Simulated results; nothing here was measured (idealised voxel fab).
Proc. module: voxel capacitor over wiring
Square cells of 5 nm make up the cross-section cut, whose width is 190 nm.
The cross-sections in this document take the form of a grid made of square cells. They are written out as bands, in order from top to bottom. Each band consists of one or more rows of cells.
This entry defines a band. It first specifies the height of the band's top and the height of its bottom in nm, and then specifies the band's materials from left to right, stating each material with its width in nm. The word "edge to edge" identifies a single material that fills the band from edge to edge, while the word "blank" identifies empty space.
Height datum 0, below which the as-received substrate wafer is one material. Lowest band open at the bottom, running downward: "0 nm and below".
The expression "30 to 40" gives the width at the extremes of the band, the first number at its top row of cells and the second at its bottom row, with the width changing by equal amounts from each row to the next in between.
You'll sometimes find "left unchanged" written for a step, and that's the way of saying that nowhere in the cross-section did a cell change during that step.
The list in "Catalogued sealed voids" covers empty spaces of 8 cells or more that cannot reach the top through any open way, and it gives each as width x height at distance; the distance is from the left edge, and width, height and distance are in nm.
Step line, after settings: the simulator's comment on this step.
For masked steps, "overlay nm" on the step line gives how far right of plan the mask actually lay; a minus sign means it lay to the left.
Process steps (planned):
| 1 | RECEIVE with material Si |
| 2 | CONFORMAL_DEP with material SiO2, thk nm 15 |
| 3 | DIRECTIONAL_DEP with material TiN, thk nm 5 |
| 4 | DIRECTIONAL_DEP with material Ru, thk nm 20 |
| 5 | PATTERN with tone cover, mask id METAL_1, material resist, width nm 25, pitch nm 95, thk nm 20, overlay nm 0 |
| 6 | DIRECTIONAL_ETCH with etch materials Ru, depth nm 20 |
| 7 | DIRECTIONAL_ETCH with etch materials TiN, depth nm 5 |
| 8 | STRIP with etch materials resist |
| 9 | CONFORMAL_DEP with material SiN, thk nm 5 |
| 10 | FILL_DEP with material SiO2, thk nm 5 |
| 11 | CMP with height nm 40 |
| 12 | CONFORMAL_DEP with material SiCN, thk nm 5 |
| 13 | DIRECTIONAL_DEP with material SiO2, thk nm 15 |
| 14 | DIRECTIONAL_DEP with material aC, thk nm 15 |
| 15 | PATTERN with tone open, mask id PLUG_1, material resist, width nm 15, thk nm 30, overlay nm 0 |
| 16 | DIRECTIONAL_ETCH with etch materials aC, depth nm 15 |
| 17 | STRIP with etch materials resist |
| 18 | DIRECTIONAL_ETCH with etch materials SiO2, depth nm 15 |
| 19 | DIRECTIONAL_ETCH with etch materials SiCN, depth nm 5 |
| 20 | STRIP with etch materials aC |
| 21 | CONFORMAL_DEP with material TiN, thk nm 5 |
| 22 | FILL_DEP with material W, thk nm 5 |
| 23 | CMP with height nm 60 |
| 24 | DIRECTIONAL_DEP with material TiN, thk nm 10 |
| 25 | DIRECTIONAL_DEP with material HfO2, thk nm 5 |
| 26 | DIRECTIONAL_DEP with material TiN, thk nm 10 |
| 27 | PATTERN with tone cover, mask id UPPER_PLATE, material resist, width nm 75, thk nm 15, overlay nm 0 |
| 28 | DIRECTIONAL_ETCH with etch materials TiN, depth nm 10 |
| 29 | DIRECTIONAL_ETCH with etch materials HfO2, depth nm 5 |
| 30 | STRIP with etch materials resist |
| 31 | PATTERN with tone cover, mask id LOWER_PLATE, material resist, width nm 85, thk nm 15, overlay nm 0 |
| 32 | DIRECTIONAL_ETCH with etch materials TiN, depth nm 10 |
| 33 | STRIP with etch materials resist |
| 34 | FILL_DEP with material SiO2, thk nm 20 |
| 35 | CMP with height nm 100 |
| 36 | DIRECTIONAL_DEP with material aC, thk nm 15 |
| 37 | PATTERN with tone open, mask id PLUG_2, material resist, width nm 15, thk nm 30, overlay nm 0 |
| 38 | DIRECTIONAL_ETCH with etch materials aC, depth nm 15 |
| 39 | STRIP with etch materials resist |
| 40 | DIRECTIONAL_ETCH with etch materials SiO2, depth nm 15 |
| 41 | STRIP with etch materials aC |
| 42 | CONFORMAL_DEP with material TiN, thk nm 5 |
| 43 | FILL_DEP with material Cu, thk nm 10 |
| 44 | CMP with height nm 100 |
| 45 | CONFORMAL_DEP with material SiCN, thk nm 5 |
Incoming wafer, cross-sectional view, post step 1:
	0 nm and below: Si edge to edge
	Catalogued sealed voids: none
The cross-section shown corresponds to the wafer at the conclusion of the module. The initial structure and the process plan are those presented above; however, one mistake occurred in executing the plan:
	105 nm to 100 nm: SiCN edge to edge
	100 nm to 90 nm: 55 of SiO2 / 5 of TiN / 5 of Cu / 5 of TiN / 120 of SiO2
	90 nm to 85 nm: 55 of SiO2 / 15 of TiN / 120 of SiO2
	85 nm to 75 nm: 45 of SiO2 / 75 of TiN / 70 of SiO2
	75 nm to 70 nm: 45 of SiO2 / 75 of HfO2 / 70 of SiO2
	70 nm to 60 nm: 40 of SiO2 / 85 of TiN / 65 of SiO2
	60 nm to 45 nm: 45 of SiO2 / 5 of TiN / 5 of W / 5 of TiN / 130 of SiO2
	45 nm to 40 nm: 45 of SiCN / 15 of TiN / 130 of SiCN
	40 nm to 35 nm: 30 of SiO2 / 35 of SiN / 60 of SiO2 / 35 of SiN / 30 of SiO2
	35 nm to 20 nm: 30 of SiO2 / 5 of SiN / 25 of Ru / 5 of SiN / 60 of SiO2 / 5 of SiN / 25 of Ru / 5 of SiN / 30 of SiO2
	20 nm to 15 nm: 35 of SiN / 25 of Ru / 70 of SiN / 25 of Ru / 35 of SiN
	15 nm to 0 nm: SiO2 edge to edge
	0 nm and below: Si edge to edge
	Catalogued sealed voids: none
Plan not followed: plan step 3: skipped, not run
